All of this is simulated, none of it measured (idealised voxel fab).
Process module name: voxel air gaps
Cross-section cut spans 295 nm and uses square cells 5 nm in size.
A cross-section is a grid of square cells, given in bands from the top down. A band is one or more rows of cells. This entry defines a band. It first specifies the height of the band's top and the height of its bottom in nm, and then specifies the band's materials from left to right, stating each material with its width in nm. The word "edge to edge" identifies a single material that fills the band from edge to edge, while the word "blank" identifies empty space. Basically, 0 is our baseline, since under it the wafer straight out of the box is all one material. The bottom band has no lower end and keeps on going down, so it looks like "from 0 down". The expression "30->40" gives the width at the extremes of the band, the first number at its top row of cells and the second at its bottom row, with the width changing by equal amounts from each row to the next in between. When a step is marked "no change occurred", none of the cells in the cross-section changed during that step. If an empty space has no open way to the top and is at least 8 cells in size, "Enclosed empty spaces" lists it, written width x height at distance, where distance is measured from the left edge and every value is in nm. On each step's line, the part that comes after the settings is the simulator's own comment on the step. overlay nm: where the mask lay relative to plan, measured to the right, on steps with a mask; negatives go left.
# So here's the lineup of process steps we planned
1. RECEIVE (material Si)
2. CONFORMAL_DEP (material SiO2; thk nm 10)
3. CONFORMAL_DEP (material SiCN; thk nm 5)
4. DIRECTIONAL_DEP (material SiO2; thk nm 40)
5. DIRECTIONAL_DEP (material aC; thk nm 15)
6. PATTERN (tone open; mask id LINES; material resist; width nm 15; pitch nm 50; thk nm 30; overlay nm 0)
7. DIRECTIONAL_ETCH (etch materials aC; depth nm 15)
8. STRIP (etch materials resist)
9. DIRECTIONAL_ETCH (etch materials SiO2; depth nm 40)
10. STRIP (etch materials aC)
11. CONFORMAL_DEP (material TiN; thk nm 5)
12. FILL_DEP (material Cu; thk nm 10)
13. CMP (height nm 55)
14. EPI (material Ru; thk nm 10)
15. SELECTIVE_ETCH (etch materials SiO2; depth nm 50)
16. CONFORMAL_DEP (material SiCN; thk nm 5)
The wafers in this document start out alike and differ in the width nm applied at step 6; the plan shows the value used for the first wafer.
# Cut through the first of several wafers as received, post step 1
	from 0 down: Si edge to edge
	Enclosed empty spaces: none
# First of several wafers, sectioned at end of module (last step: step 16)
	from 70 to 65: blank 50 nm, SiCN 45 nm, blank 5 nm, SiCN 45 nm, blank 5 nm, SiCN 45 nm, blank 5 nm, SiCN 45 nm, blank 50 nm
	from 65 to 55: blank 50 nm, SiCN 5 nm, Ru 35 nm, SiCN 5 nm, blank 5 nm, SiCN 5 nm, Ru 35 nm, SiCN 5 nm, blank 5 nm, SiCN 5 nm, Ru 35 nm, SiCN 5 nm, blank 5 nm, SiCN 5 nm, Ru 35 nm, SiCN 5 nm, blank 50 nm
	from 55 to 50: blank 50 nm, SiCN 15 nm, TiN 5 nm, Cu 5 nm, TiN 5 nm, SiCN 15 nm, blank 5 nm, SiCN 15 nm, TiN 5 nm, Cu 5 nm, TiN 5 nm, SiCN 15 nm, blank 5 nm, SiCN 15 nm, TiN 5 nm, Cu 5 nm, TiN 5 nm, SiCN 15 nm, blank 5 nm, SiCN 15 nm, TiN 5 nm, Cu 5 nm, TiN 5 nm, SiCN 15 nm, blank 50 nm
	from 50 to 20: blank 60 nm, SiCN 5 nm, TiN 5 nm, Cu 5 nm, TiN 5 nm, SiCN 5 nm, blank 25 nm, SiCN 5 nm, TiN 5 nm, Cu 5 nm, TiN 5 nm, SiCN 5 nm, blank 25 nm, SiCN 5 nm, TiN 5 nm, Cu 5 nm, TiN 5 nm, SiCN 5 nm, blank 25 nm, SiCN 5 nm, TiN 5 nm, Cu 5 nm, TiN 5 nm, SiCN 5 nm, blank 60 nm
	from 20 to 15: SiCN 65 nm, TiN 15 nm, SiCN 35 nm, TiN 15 nm, SiCN 35 nm, TiN 15 nm, SiCN 35 nm, TiN 15 nm, SiCN 65 nm
	from 15 to 10: SiCN edge to edge
	from 10 to 0: SiO2 edge to edge
	from 0 down: Si edge to edge
	Enclosed empty spaces: none
# X-section, last wafer, module end
	from 70 to 65: blank 40 nm, SiCN 215 nm, blank 40 nm
	from 65 to 55: blank 40 nm, SiCN 5 nm, Ru 205 nm, SiCN 5 nm, blank 40 nm
	from 55 to 50: blank 40 nm, SiCN 15 nm, TiN 5 nm, Cu 25 nm, TiN 5 nm, SiO2 15 nm, TiN 5 nm, Cu 25 nm, TiN 5 nm, SiO2 15 nm, TiN 5 nm, Cu 25 nm, TiN 5 nm, SiO2 15 nm, TiN 5 nm, Cu 25 nm, TiN 5 nm, SiCN 15 nm, blank 40 nm
	from 50 to 20: blank 50 nm, SiCN 5 nm, TiN 5 nm, Cu 25 nm, TiN 5 nm, SiO2 15 nm, TiN 5 nm, Cu 25 nm, TiN 5 nm, SiO2 15 nm, TiN 5 nm, Cu 25 nm, TiN 5 nm, SiO2 15 nm, TiN 5 nm, Cu 25 nm, TiN 5 nm, SiCN 5 nm, blank 50 nm
	from 20 to 15: SiCN 55 nm, TiN 35 nm, SiO2 15 nm, TiN 35 nm, SiO2 15 nm, TiN 35 nm, SiO2 15 nm, TiN 35 nm, SiCN 55 nm
	from 15 to 10: SiCN edge to edge
	from 10 to 0: SiO2 edge to edge
	from 0 down: Si edge to edge
	Enclosed empty spaces: none
# Wafer rows, end of module: cells per material gained (+) or lost (-) since receipt; closed voids last
width nm 15, +28 Cu, +56 Ru, +230 SiCN, +118 SiO2, +68 TiN, Enclosed empty spaces: none
width nm 20, +56 Cu, +64 Ru, +230 SiCN, +118 SiO2, +72 TiN, Enclosed empty spaces: 20 x 30 at 90; 20 x 30 at 140; 20 x 30 at 190
width nm 25, +84 Cu, +72 Ru, +218 SiCN, +118 SiO2, +76 TiN, Enclosed empty spaces: 15 x 30 at 90; 15 x 30 at 140; 15 x 30 at 190
width nm 30, +112 Cu, +80 Ru, +146 SiCN, +214 SiO2, +80 TiN, Enclosed empty spaces: none
width nm 35, +140 Cu, +82 Ru, +146 SiCN, +190 SiO2, +84 TiN, Enclosed empty spaces: none
